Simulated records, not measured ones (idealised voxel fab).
Process module heading - voxel ribs on slabs
The cross-section shown here is cut; it is 275 nm wide and divided into square cells measuring 5 nm on a side.
Just so we're on the same page, the cross-sections are grids of square cells, and they're listed out in bands top to bottom, each band one or more rows deep. Within each band entry, the heights of the top and of the bottom of the band appear first, in that order and in nm; the materials of the band then follow from left to right, each with its corresponding width in nm. The designation "full width" on a single material indicates that it fills the band from edge to edge; the designation "empty" indicates empty space. Heights are reckoned from 0. Under this level, the received wafer is all of one material. The bottommost band is open-ended downward, for example "0 and below". With a width like "30..40", each row of cells in the band differs from the next by the same amount, the top row carrying the first number and the bottom row the second. Where a step carries "nothing got changed", the cross-section came out of it unchanged, cell for cell. Empty spaces without an open route to the top, at least 8 cells in extent, make up the entry "Closed empty spaces"; each is given as width x height at distance, where the distance is measured from the left edge, and all are in nm. Note: text after step settings on the step line = simulator remark on that step. "overlay nm" on a masked step: distance the mask lay right of its planned place, negative for left.

This section lists the process steps that were planned:
- 1: RECEIVE (material Si)
- 2: DIRECTIONAL_DEP (material SiO2; thk nm 20)
- 3: DIRECTIONAL_DEP (material SiN; thk nm 15)
- 4: PATTERN (tone cover; mask id RIB; material resist; width nm 25; thk nm 20; overlay nm 0)
- 5: DIRECTIONAL_ETCH (etch materials SiN; depth nm 10)
- 6: STRIP (etch materials resist)
- 7: DIRECTIONAL_DEP (material aC; thk nm 10)
- 8: PATTERN (tone cover; mask id SLAB; material resist; width nm 75; thk nm 25; overlay nm 0)
- 9: DIRECTIONAL_ETCH (etch materials aC; depth nm 10)
- 10: STRIP (etch materials resist)
- 11: DIRECTIONAL_ETCH (etch materials SiN; depth nm 5)
- 12: STRIP (etch materials aC)
- 13: FILL_DEP (material SiO2; thk nm 30)
- 14: CMP (height nm 55)
- 15: DIRECTIONAL_DEP (material TiN; thk nm 10)
- 16: PATTERN (tone cover; mask id HEATER; material resist; width nm 35; thk nm 15; overlay nm 0)
- 17: DIRECTIONAL_ETCH (etch materials TiN; depth nm 10)
- 18: STRIP (etch materials resist)
- 19: CONFORMAL_DEP (material SiN; thk nm 5)

The cross-section here shows the wafer as received, i.e. in its state after step 1:
	0 and below: Si full width
	Closed empty spaces: none

Run as planned - first of the two wafers cross-sectioned at the end of the module:
	70 down to 65: empty 115 nm; SiN 45 nm; empty 115 nm
	65 down to 60: empty 115 nm; SiN 5 nm; TiN 35 nm; SiN 5 nm; empty 115 nm
	60 down to 55: SiN 120 nm; TiN 35 nm; SiN 120 nm
	55 down to 35: SiO2 full width
	35 down to 25: SiO2 125 nm; SiN 25 nm; SiO2 125 nm
	25 down to 20: SiO2 100 nm; SiN 75 nm; SiO2 100 nm
	20 down to 0: SiO2 full width
	0 and below: Si full width
	Closed empty spaces: none

Wafer two, sectioned after the module: the first wafer's start, the first wafer's plan, and one mistake in how it was run:
	70 down to 65: empty 115 nm; SiN 45 nm; empty 115 nm
	65 down to 60: empty 115 nm; SiN 5 nm; TiN 35 nm; SiN 5 nm; empty 115 nm
	60 down to 55: SiN 120 nm; TiN 35 nm; SiN 120 nm
	55 down to 15: SiO2 full width
	15 down to 0: SiN full width
	0 and below: Si full width
	Closed empty spaces: none
Want to know what went wrong? plan vs actual: 2 and 3 interchanged
FYI, end of process, the second wafer has more or fewer cells of some materials than the first: +140 SiN, -140 SiO2
